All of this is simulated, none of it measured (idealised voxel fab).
The document below concerns the process module designated voxel transistor to metal.
Section cut is 155 nm wide and gridded with 5 nm square cells.
Heads up, the way a cross-section reads in here is a grid of square cells, handed over as bands from the top down, with every band being one or more rows of cells. Heights first: top, then bottom, in nm. Then materials, left to right, each with a width in nm. "throughout" on a single material: fills the band edge to edge. "blank": empty space. Ref level 0: as-received wafer is one material below here. Bottom band extends down with no lower bound ("0 nm and below"). The two numbers in a width such as "30 to 40" mark its ends across the band: the first belongs to the top row of cells, the second to the bottom row, and from each row to the next the width moves by the same amount. When a step is marked "everything unchanged", none of the cells in the cross-section changed during that step. Empty spaces without an open route to the top, at least 8 cells in extent, make up the entry "Listed closed voids"; each is given as width x height at distance, where the distance is measured from the left edge, and all are in nm. It should be noted that, on the line of a given step, the content following the step's settings is a remark produced by the simulator itself with respect to that step. Steps that use a mask can have "overlay nm" on their line. It says how far the mask sat to the right of where it was meant to be. Negative means to the left.
Process steps - plan:
1,RECEIVE (material Si)
2,OXIDIZE (depth nm 5)
3,CONFORMAL_DEP (material SiN; thk nm 15)
4,DIRECTIONAL_DEP (material aC; thk nm 15)
5,PATTERN (tone cover; mask id ACTIVE; material resist; width nm 110; thk nm 35; overlay nm 0)
6,DIRECTIONAL_ETCH (etch materials aC; depth nm 15)
7,STRIP (etch materials resist)
8,DIRECTIONAL_ETCH (etch materials SiN; depth nm 15)
9,DIRECTIONAL_ETCH (etch materials SiO2; depth nm 5)
10,DIRECTIONAL_ETCH (etch materials Si; depth nm 35)
11,STRIP (etch materials aC)
12,OXIDIZE (depth nm 5)
13,FILL_DEP (material SiO2; thk nm 15)
14,CMP (height nm 15)
15,SELECTIVE_ETCH (etch materials SiO2; depth nm 10)
16,STRIP (etch materials SiN)
17,SELECTIVE_ETCH (etch materials SiO2; depth nm 5)
18,OXIDIZE (depth nm 5)
19,DIRECTIONAL_DEP (material polySi; thk nm 25)
20,DIRECTIONAL_DEP (material SiCN; thk nm 10)
21,DIRECTIONAL_DEP (material aC; thk nm 10)
22,PATTERN (tone cover; mask id GATE; material resist; width nm 20; thk nm 25; overlay nm 0)
23,DIRECTIONAL_ETCH (etch materials aC; depth nm 10)
24,STRIP (etch materials resist)
25,DIRECTIONAL_ETCH (etch materials SiCN; depth nm 20)
26,DIRECTIONAL_ETCH (etch materials polySi; depth nm 35)
27,STRIP (etch materials aC)
28,CONFORMAL_DEP (material SiN; thk nm 5)
29,DIRECTIONAL_ETCH (etch materials SiN; depth nm 5)
30,DIRECTIONAL_ETCH (etch materials SiO2; depth nm 5)
31,DIRECTIONAL_ETCH (etch materials Si; depth nm 10)
32,EPI (material pSi; thk nm 15)
33,FILL_DEP (material SiO2; thk nm 10)
34,CMP (height nm 30)
35,DIRECTIONAL_DEP (material SiO2; thk nm 15)
36,MASKED_ETCH (tone open; mask id CONTACT; width nm 30; pitch nm 60; etch materials SiO2; depth nm 50; overlay nm 0)
37,CONFORMAL_DEP (material TiN; thk nm 5)
38,FILL_DEP (material Ru; thk nm 10)
39,CMP (height nm 45)
40,CONFORMAL_DEP (material SiCN; thk nm 5)
41,DIRECTIONAL_DEP (material SiO2; thk nm 25)
42,PATTERN (tone open; mask id METAL_1; material resist; width nm 20; pitch nm 70; thk nm 20; overlay nm 0)
43,DIRECTIONAL_ETCH (etch materials SiO2; depth nm 25)
44,DIRECTIONAL_ETCH (etch materials SiCN; depth nm 5)
45,STRIP (etch materials resist)
46,CONFORMAL_DEP (material TiN; thk nm 5)
47,FILL_DEP (material W; thk nm 5)
48,CMP (height nm 75)
49,EPI (material Ru; thk nm 5)
50,FILL_DEP (material SiCN; thk nm 5)
First wafer of two (run as planned):
This is the cross-section of the wafer as we received it, i.e. after step 1:
* 0 nm and below | Si throughout
* Listed closed voids: none
Wafer section view after processing step 2:
* 0 nm to -5 nm | SiO2 throughout
* Below a height of -5, the structure has not been altered.
Wafer section view after processing step 3:
* 15 nm to 0 nm | SiN throughout
* Below a height of 0, the structure has not been altered.
Wafer section view after processing step 4:
* 30 nm to 15 nm | aC throughout
* Below a height of 15, the structure has not been altered.
Wafer section view after processing step 5:
* 65 nm to 30 nm | blank 20 nm; resist 110 nm; blank 25 nm
* Below a height of 30, the structure has not been altered.
Wafer section view after processing step 6:
* 50 nm to 30 nm | blank 20 nm; resist 110 nm; blank 25 nm
* 30 nm to 15 nm | blank 20 nm; aC 110 nm; blank 25 nm
* Below a height of 15, the structure has not been altered.
Wafer section view after processing step 7:
* 30 nm to 15 nm | blank 20 nm; aC 110 nm; blank 25 nm
* Below a height of 15, the structure has not been altered.
Wafer section view after processing step 8:
* 30 nm to 15 nm | blank 20 nm; aC 110 nm; blank 25 nm
* 15 nm to 0 nm | blank 20 nm; SiN 110 nm; blank 25 nm
* Below a height of 0, the structure has not been altered.
Wafer section view after processing step 9:
* 30 nm to 15 nm | blank 20 nm; aC 110 nm; blank 25 nm
* 15 nm to 0 nm | blank 20 nm; SiN 110 nm; blank 25 nm
* 0 nm to -5 nm | blank 20 nm; SiO2 110 nm; blank 25 nm
* Below a height of -5, the structure has not been altered.
Wafer section view after processing step 10:
* 30 nm to 15 nm | blank 20 nm; aC 110 nm; blank 25 nm
* 15 nm to 0 nm | blank 20 nm; SiN 110 nm; blank 25 nm
* 0 nm to -5 nm | blank 20 nm; SiO2 110 nm; blank 25 nm
* -5 nm to -40 nm | blank 20 nm; Si 110 nm; blank 25 nm
* Below a height of -40, the structure has not been altered.
Wafer section view after processing step 11:
* 15 nm to 0 nm | blank 20 nm; SiN 110 nm; blank 25 nm
* Below a height of 0, the structure has not been altered.
Wafer section view after processing step 12:
* 15 nm to 0 nm | blank 20 nm; SiN 110 nm; blank 25 nm
* 0 nm to -5 nm | blank 20 nm; SiO2 110 nm; blank 25 nm
* -5 nm to -40 nm | blank 20 nm; SiO2 5 nm; Si 100 nm; SiO2 5 nm; blank 25 nm
* -40 nm to -45 nm | SiO2 25 nm; Si 100 nm; SiO2 30 nm
* Below a height of -45, the structure has not been altered.
Wafer section view after processing step 13:
* 30 nm to 15 nm | SiO2 throughout
* 15 nm to 0 nm | SiO2 20 nm; SiN 110 nm; SiO2 25 nm
* 0 nm to -5 nm | SiO2 throughout
* -5 nm to -45 nm | SiO2 25 nm; Si 100 nm; SiO2 30 nm
* Below a height of -45, the structure has not been altered.
Wafer section view after processing step 14:
* 15 nm to 0 nm | SiO2 20 nm; SiN 110 nm; SiO2 25 nm
* Below a height of 0, the structure has not been altered.
Wafer section view after processing step 15:
* 15 nm to 5 nm | blank 20 nm; SiN 110 nm; blank 25 nm
* Below a height of 5, the structure has not been altered.
Wafer section view after processing step 16:
* 5 nm to 0 nm | SiO2 20 nm; blank 110 nm; SiO2 25 nm
* Below a height of 0, the structure has not been altered.
Wafer section view after processing step 17:
* 0 nm to -5 nm | SiO2 15 nm; blank 120 nm; SiO2 20 nm
* Below a height of -5, the structure has not been altered.
Wafer section view after processing step 18:
* 0 nm to -5 nm | SiO2 15 nm; blank 120 nm; SiO2 20 nm
* -5 nm to -10 nm | SiO2 throughout
* Below a height of -10, the structure has not been altered.
Wafer section view after processing step 19:
* 25 nm to 20 nm | polySi 15 nm; blank 120 nm; polySi 20 nm
* 20 nm to 0 nm | polySi throughout
* 0 nm to -5 nm | SiO2 15 nm; polySi 120 nm; SiO2 20 nm
* Below a height of -5, the structure has not been altered.
Wafer section view after processing step 20:
* 35 nm to 30 nm | SiCN 15 nm; blank 120 nm; SiCN 20 nm
* 30 nm to 25 nm | SiCN throughout
* 25 nm to 20 nm | polySi 15 nm; SiCN 120 nm; polySi 20 nm
* Below a height of 20, the structure has not been altered.
Wafer section view after processing step 21:
* 45 nm to 40 nm | aC 15 nm; blank 120 nm; aC 20 nm
* 40 nm to 35 nm | aC throughout
* 35 nm to 30 nm | SiCN 15 nm; aC 120 nm; SiCN 20 nm
* Below a height of 30, the structure has not been altered.
Wafer section view after processing step 22:
* 70 nm to 45 nm | blank 65 nm; resist 20 nm; blank 70 nm
* 45 nm to 40 nm | aC 15 nm; blank 50 nm; resist 20 nm; blank 50 nm; aC 20 nm
* Below a height of 40, the structure has not been altered.
Wafer section view after processing step 23:
* 60 nm to 40 nm | blank 65 nm; resist 20 nm; blank 70 nm
* 40 nm to 35 nm | blank 65 nm; aC 20 nm; blank 70 nm
* 35 nm to 30 nm | SiCN 15 nm; blank 50 nm; aC 20 nm; blank 50 nm; SiCN 20 nm
* Below a height of 30, the structure has not been altered.
Wafer section view after processing step 24:
* 40 nm to 35 nm | blank 65 nm; aC 20 nm; blank 70 nm
* Below a height of 35, the structure has not been altered.
Wafer section view after processing step 25:
* 40 nm to 30 nm | blank 65 nm; aC 20 nm; blank 70 nm
* 30 nm to 25 nm | blank 65 nm; SiCN 20 nm; blank 70 nm
* 25 nm to 20 nm | polySi 15 nm; blank 50 nm; SiCN 20 nm; blank 50 nm; polySi 20 nm
* Below a height of 20, the structure has not been altered.
Wafer section view after processing step 26:
* 40 nm to 30 nm | blank 65 nm; aC 20 nm; blank 70 nm
* 30 nm to 20 nm | blank 65 nm; SiCN 20 nm; blank 70 nm
* 20 nm to 0 nm | blank 65 nm; polySi 20 nm; blank 70 nm
* 0 nm to -5 nm | SiO2 15 nm; blank 50 nm; polySi 20 nm; blank 50 nm; SiO2 20 nm
* Below a height of -5, the structure has not been altered.
Wafer section view after processing step 27:
* 30 nm to 20 nm | blank 65 nm; SiCN 20 nm; blank 70 nm
* Below a height of 20, the structure has not been altered.
Wafer section view after processing step 28:
* 35 nm to 30 nm | blank 60 nm; SiN 30 nm; blank 65 nm
* 30 nm to 20 nm | blank 60 nm; SiN 5 nm; SiCN 20 nm; SiN 5 nm; blank 65 nm
* 20 nm to 5 nm | blank 60 nm; SiN 5 nm; polySi 20 nm; SiN 5 nm; blank 65 nm
* 5 nm to 0 nm | SiN 20 nm; blank 40 nm; SiN 5 nm; polySi 20 nm; SiN 5 nm; blank 40 nm; SiN 25 nm
* 0 nm to -5 nm | SiO2 15 nm; SiN 50 nm; polySi 20 nm; SiN 50 nm; SiO2 20 nm
* Below a height of -5, the structure has not been altered.
Wafer section view after processing step 29:
* 30 nm to 20 nm | blank 60 nm; SiN 5 nm; SiCN 20 nm; SiN 5 nm; blank 65 nm
* 20 nm to 0 nm | blank 60 nm; SiN 5 nm; polySi 20 nm; SiN 5 nm; blank 65 nm
* 0 nm to -5 nm | SiO2 15 nm; SiN 5 nm; blank 40 nm; SiN 5 nm; polySi 20 nm; SiN 5 nm; blank 40 nm; SiN 5 nm; SiO2 20 nm
* Below a height of -5, the structure has not been altered.
Wafer section view after processing step 30:
* 30 nm to 20 nm | blank 60 nm; SiN 5 nm; SiCN 20 nm; SiN 5 nm; blank 65 nm
* 20 nm to 0 nm | blank 60 nm; SiN 5 nm; polySi 20 nm; SiN 5 nm; blank 65 nm
* 0 nm to -5 nm | blank 15 nm; SiN 5 nm; blank 40 nm; SiN 5 nm; polySi 20 nm; SiN 5 nm; blank 40 nm; SiN 5 nm; blank 20 nm
* -5 nm to -10 nm | SiO2 20 nm; blank 40 nm; SiO2 30 nm; blank 40 nm; SiO2 25 nm
* Below a height of -10, the structure has not been altered.
Wafer section view after processing step 31:
* 30 nm to 20 nm | blank 60 nm; SiN 5 nm; SiCN 20 nm; SiN 5 nm; blank 65 nm
* 20 nm to 0 nm | blank 60 nm; SiN 5 nm; polySi 20 nm; SiN 5 nm; blank 65 nm
* 0 nm to -5 nm | blank 15 nm; SiN 5 nm; blank 40 nm; SiN 5 nm; polySi 20 nm; SiN 5 nm; blank 40 nm; SiN 5 nm; blank 20 nm
* -5 nm to -10 nm | SiO2 20 nm; blank 40 nm; SiO2 30 nm; blank 40 nm; SiO2 25 nm
* -10 nm to -20 nm | SiO2 25 nm; blank 35 nm; Si 30 nm; blank 35 nm; SiO2 30 nm
* Below a height of -20, the structure has not been altered.
Wafer section view after processing step 32:
* 30 nm to 20 nm | blank 60 nm; SiN 5 nm; SiCN 20 nm; SiN 5 nm; blank 65 nm
* 20 nm to 5 nm | blank 60 nm; SiN 5 nm; polySi 20 nm; SiN 5 nm; blank 65 nm
* 5 nm to 0 nm | blank 45 nm; pSi 15 nm; SiN 5 nm; polySi 20 nm; SiN 5 nm; pSi 15 nm; blank 50 nm
* 0 nm to -5 nm | blank 15 nm; SiN 5 nm; blank 25 nm; pSi 15 nm; SiN 5 nm; polySi 20 nm; SiN 5 nm; pSi 15 nm; blank 25 nm; SiN 5 nm; blank 20 nm
* -5 nm to -10 nm | SiO2 20 nm; pSi 40 nm; SiO2 30 nm; pSi 40 nm; SiO2 25 nm
* -10 nm to -20 nm | SiO2 25 nm; pSi 35 nm; Si 30 nm; pSi 35 nm; SiO2 30 nm
* Below a height of -20, the structure has not been altered.
Wafer section view after processing step 33:
* 40 nm to 30 nm | SiO2 throughout
* 30 nm to 20 nm | SiO2 60 nm; SiN 5 nm; SiCN 20 nm; SiN 5 nm; SiO2 65 nm
* 20 nm to 5 nm | SiO2 60 nm; SiN 5 nm; polySi 20 nm; SiN 5 nm; SiO2 65 nm
* 5 nm to 0 nm | SiO2 45 nm; pSi 15 nm; SiN 5 nm; polySi 20 nm; SiN 5 nm; pSi 15 nm; SiO2 50 nm
* 0 nm to -5 nm | SiO2 15 nm; SiN 5 nm; SiO2 25 nm; pSi 15 nm; SiN 5 nm; polySi 20 nm; SiN 5 nm; pSi 15 nm; SiO2 25 nm; SiN 5 nm; SiO2 20 nm
* Below a height of -5, the structure has not been altered.
Wafer section view after processing step 34:
* 30 nm to 20 nm | SiO2 60 nm; SiN 5 nm; SiCN 20 nm; SiN 5 nm; SiO2 65 nm
* Below a height of 20, the structure has not been altered.
Wafer section view after processing step 35:
* 45 nm to 30 nm | SiO2 throughout
* Below a height of 30, the structure has not been altered.
Wafer section view after processing step 36:
* 45 nm to 30 nm | SiO2 30 nm; blank 30 nm; SiO2 30 nm; blank 30 nm; SiO2 35 nm
* 30 nm to 20 nm | SiO2 30 nm; blank 30 nm; SiN 5 nm; SiCN 20 nm; SiN 5 nm; blank 30 nm; SiO2 35 nm
* 20 nm to 5 nm | SiO2 30 nm; blank 30 nm; SiN 5 nm; polySi 20 nm; SiN 5 nm; blank 30 nm; SiO2 35 nm
* 5 nm to 0 nm | SiO2 30 nm; blank 15 nm; pSi 15 nm; SiN 5 nm; polySi 20 nm; SiN 5 nm; pSi 15 nm; blank 15 nm; SiO2 35 nm
* 0 nm to -5 nm | SiO2 15 nm; SiN 5 nm; SiO2 10 nm; blank 15 nm; pSi 15 nm; SiN 5 nm; polySi 20 nm; SiN 5 nm; pSi 15 nm; blank 15 nm; SiO2 10 nm; SiN 5 nm; SiO2 20 nm
* Below a height of -5, the structure has not been altered.
Wafer section view after processing step 37:
* 50 nm to 45 nm | TiN 35 nm; blank 20 nm; TiN 40 nm; blank 20 nm; TiN 40 nm
* 45 nm to 30 nm | SiO2 30 nm; TiN 5 nm; blank 20 nm; TiN 5 nm; SiO2 30 nm; TiN 5 nm; blank 20 nm; TiN 5 nm; SiO2 35 nm
* 30 nm to 20 nm | SiO2 30 nm; TiN 5 nm; blank 20 nm; TiN 5 nm; SiN 5 nm; SiCN 20 nm; SiN 5 nm; TiN 5 nm; blank 20 nm; TiN 5 nm; SiO2 35 nm
* 20 nm to 10 nm | SiO2 30 nm; TiN 5 nm; blank 20 nm; TiN 5 nm; SiN 5 nm; polySi 20 nm; SiN 5 nm; TiN 5 nm; blank 20 nm; TiN 5 nm; SiO2 35 nm
* 10 nm to 5 nm | SiO2 30 nm; TiN 5 nm; blank 5 nm; TiN 20 nm; SiN 5 nm; polySi 20 nm; SiN 5 nm; TiN 20 nm; blank 5 nm; TiN 5 nm; SiO2 35 nm
* 5 nm to 0 nm | SiO2 30 nm; TiN 5 nm; blank 5 nm; TiN 5 nm; pSi 15 nm; SiN 5 nm; polySi 20 nm; SiN 5 nm; pSi 15 nm; TiN 5 nm; blank 5 nm; TiN 5 nm; SiO2 35 nm
* 0 nm to -5 nm | SiO2 15 nm; SiN 5 nm; SiO2 10 nm; TiN 15 nm; pSi 15 nm; SiN 5 nm; polySi 20 nm; SiN 5 nm; pSi 15 nm; TiN 15 nm; SiO2 10 nm; SiN 5 nm; SiO2 20 nm
* Below a height of -5, the structure has not been altered.
Wafer section view after processing step 38:
* 60 nm to 50 nm | Ru throughout
* 50 nm to 45 nm | TiN 35 nm; Ru 20 nm; TiN 40 nm; Ru 20 nm; TiN 40 nm
* 45 nm to 30 nm | SiO2 30 nm; TiN 5 nm; Ru 20 nm; TiN 5 nm; SiO2 30 nm; TiN 5 nm; Ru 20 nm; TiN 5 nm; SiO2 35 nm
* 30 nm to 20 nm | SiO2 30 nm; TiN 5 nm; Ru 20 nm; TiN 5 nm; SiN 5 nm; SiCN 20 nm; SiN 5 nm; TiN 5 nm; Ru 20 nm; TiN 5 nm; SiO2 35 nm
* 20 nm to 10 nm | SiO2 30 nm; TiN 5 nm; Ru 20 nm; TiN 5 nm; SiN 5 nm; polySi 20 nm; SiN 5 nm; TiN 5 nm; Ru 20 nm; TiN 5 nm; SiO2 35 nm
* 10 nm to 5 nm | SiO2 30 nm; TiN 5 nm; Ru 5 nm; TiN 20 nm; SiN 5 nm; polySi 20 nm; SiN 5 nm; TiN 20 nm; Ru 5 nm; TiN 5 nm; SiO2 35 nm
* 5 nm to 0 nm | SiO2 30 nm; TiN 5 nm; Ru 5 nm; TiN 5 nm; pSi 15 nm; SiN 5 nm; polySi 20 nm; SiN 5 nm; pSi 15 nm; TiN 5 nm; Ru 5 nm; TiN 5 nm; SiO2 35 nm
* Below a height of 0, the structure has not been altered.
Wafer section view after processing step 39:
* 45 nm to 30 nm | SiO2 30 nm; TiN 5 nm; Ru 20 nm; TiN 5 nm; SiO2 30 nm; TiN 5 nm; Ru 20 nm; TiN 5 nm; SiO2 35 nm
* Below a height of 30, the structure has not been altered.
Wafer section view after processing step 40:
* 50 nm to 45 nm | SiCN throughout
* Below a height of 45, the structure has not been altered.
Wafer section view after processing step 41:
* 75 nm to 50 nm | SiO2 throughout
* Below a height of 50, the structure has not been altered.
Wafer section view after processing step 42:
* 95 nm to 75 nm | resist 30 nm; blank 20 nm; resist 50 nm; blank 20 nm; resist 35 nm
* Below a height of 75, the structure has not been altered.
Wafer section view after processing step 43:
* 95 nm to 75 nm | resist 30 nm; blank 20 nm; resist 50 nm; blank 20 nm; resist 35 nm
* 75 nm to 50 nm | SiO2 30 nm; blank 20 nm; SiO2 50 nm; blank 20 nm; SiO2 35 nm
* Below a height of 50, the structure has not been altered.
Wafer section view after processing step 44:
* 95 nm to 75 nm | resist 30 nm; blank 20 nm; resist 50 nm; blank 20 nm; resist 35 nm
* 75 nm to 50 nm | SiO2 30 nm; blank 20 nm; SiO2 50 nm; blank 20 nm; SiO2 35 nm
* 50 nm to 45 nm | SiCN 30 nm; blank 20 nm; SiCN 50 nm; blank 20 nm; SiCN 35 nm
* Below a height of 45, the structure has not been altered.
Wafer section view after processing step 45:
* 75 nm to 50 nm | SiO2 30 nm; blank 20 nm; SiO2 50 nm; blank 20 nm; SiO2 35 nm
* Below a height of 50, the structure has not been altered.
Wafer section view after processing step 46:
* 80 nm to 75 nm | TiN 35 nm; blank 10 nm; TiN 60 nm; blank 10 nm; TiN 40 nm
* 75 nm to 50 nm | SiO2 30 nm; TiN 5 nm; blank 10 nm; TiN 5 nm; SiO2 50 nm; TiN 5 nm; blank 10 nm; TiN 5 nm; SiO2 35 nm
* 50 nm to 45 nm | SiCN 30 nm; TiN 20 nm; SiCN 50 nm; TiN 20 nm; SiCN 35 nm
* Below a height of 45, the structure has not been altered.
Wafer section view after processing step 47:
* 85 nm to 80 nm | W throughout
* 80 nm to 75 nm | TiN 35 nm; W 10 nm; TiN 60 nm; W 10 nm; TiN 40 nm
* 75 nm to 50 nm | SiO2 30 nm; TiN 5 nm; W 10 nm; TiN 5 nm; SiO2 50 nm; TiN 5 nm; W 10 nm; TiN 5 nm; SiO2 35 nm
* Below a height of 50, the structure has not been altered.
Wafer section view after processing step 48:
* 75 nm to 50 nm | SiO2 30 nm; TiN 5 nm; W 10 nm; TiN 5 nm; SiO2 50 nm; TiN 5 nm; W 10 nm; TiN 5 nm; SiO2 35 nm
* Below a height of 50, the structure has not been altered.
Wafer section view after processing step 49:
* 80 nm to 75 nm | blank 25 nm; Ru 30 nm; blank 40 nm; Ru 30 nm; blank 30 nm
* Below a height of 75, the structure has not been altered.
Wafer section view after processing step 50:
* 85 nm to 80 nm | SiCN throughout
* 80 nm to 75 nm | SiCN 25 nm; Ru 30 nm; SiCN 40 nm; Ru 30 nm; SiCN 30 nm
* Below a height of 75, the structure has not been altered.
Second wafer - shared start and plan with the first - one error in running - same as the first up to step 38 inclusive:
Second wafer: cross-section at the scheduled end of step 39: everything unchanged
Second wafer: cross-section at the scheduled end of step 40:
* 65 nm to 60 nm | SiCN throughout
* Below a height of 60, the structure has not been altered.
Second wafer: cross-section at the scheduled end of step 41:
* 90 nm to 65 nm | SiO2 throughout
* Below a height of 65, the structure has not been altered.
Second wafer: cross-section at the scheduled end of step 42:
* 110 nm to 90 nm | resist 30 nm; blank 20 nm; resist 50 nm; blank 20 nm; resist 35 nm
* Below a height of 90, the structure has not been altered.
Second wafer: cross-section at the scheduled end of step 43:
* 110 nm to 90 nm | resist 30 nm; blank 20 nm; resist 50 nm; blank 20 nm; resist 35 nm
* 90 nm to 65 nm | SiO2 30 nm; blank 20 nm; SiO2 50 nm; blank 20 nm; SiO2 35 nm
* Below a height of 65, the structure has not been altered.
Second wafer: cross-section at the scheduled end of step 44:
* 110 nm to 90 nm | resist 30 nm; blank 20 nm; resist 50 nm; blank 20 nm; resist 35 nm
* 90 nm to 65 nm | SiO2 30 nm; blank 20 nm; SiO2 50 nm; blank 20 nm; SiO2 35 nm
* 65 nm to 60 nm | SiCN 30 nm; blank 20 nm; SiCN 50 nm; blank 20 nm; SiCN 35 nm
* Below a height of 60, the structure has not been altered.
Second wafer: cross-section at the scheduled end of step 45:
* 90 nm to 65 nm | SiO2 30 nm; blank 20 nm; SiO2 50 nm; blank 20 nm; SiO2 35 nm
* Below a height of 65, the structure has not been altered.
Second wafer: cross-section at the scheduled end of step 46:
* 95 nm to 90 nm | TiN 35 nm; blank 10 nm; TiN 60 nm; blank 10 nm; TiN 40 nm
* 90 nm to 65 nm | SiO2 30 nm; TiN 5 nm; blank 10 nm; TiN 5 nm; SiO2 50 nm; TiN 5 nm; blank 10 nm; TiN 5 nm; SiO2 35 nm
* 65 nm to 60 nm | SiCN 30 nm; TiN 20 nm; SiCN 50 nm; TiN 20 nm; SiCN 35 nm
* Below a height of 60, the structure has not been altered.
Second wafer: cross-section at the scheduled end of step 47:
* 100 nm to 95 nm | W throughout
* 95 nm to 90 nm | TiN 35 nm; W 10 nm; TiN 60 nm; W 10 nm; TiN 40 nm
* 90 nm to 65 nm | SiO2 30 nm; TiN 5 nm; W 10 nm; TiN 5 nm; SiO2 50 nm; TiN 5 nm; W 10 nm; TiN 5 nm; SiO2 35 nm
* Below a height of 65, the structure has not been altered.
Second wafer: cross-section at the scheduled end of step 48:
* 75 nm to 65 nm | SiO2 30 nm; TiN 5 nm; W 10 nm; TiN 5 nm; SiO2 50 nm; TiN 5 nm; W 10 nm; TiN 5 nm; SiO2 35 nm
* Below a height of 65, the structure has not been altered.
Second wafer: cross-section at the scheduled end of step 49:
* 80 nm to 75 nm | blank 25 nm; Ru 30 nm; blank 40 nm; Ru 30 nm; blank 30 nm
* Below a height of 75, the structure has not been altered.
Second wafer: cross-section at the scheduled end of step 50:
* 85 nm to 80 nm | SiCN throughout
* 80 nm to 75 nm | SiCN 25 nm; Ru 30 nm; SiCN 40 nm; Ru 30 nm; SiCN 30 nm
* Below a height of 75, the structure has not been altered.
It is concluded that the wafer was processed incorrectly with respect to the plan, in that the plan's step 39 went unexecuted, having been skipped
In the final state, the cell counts of the second wafer exceed or fall short of those of the first for the following materials: Ru: 70 more, SiO2: 69 fewer, TiN: 11 more, W: 12 fewer
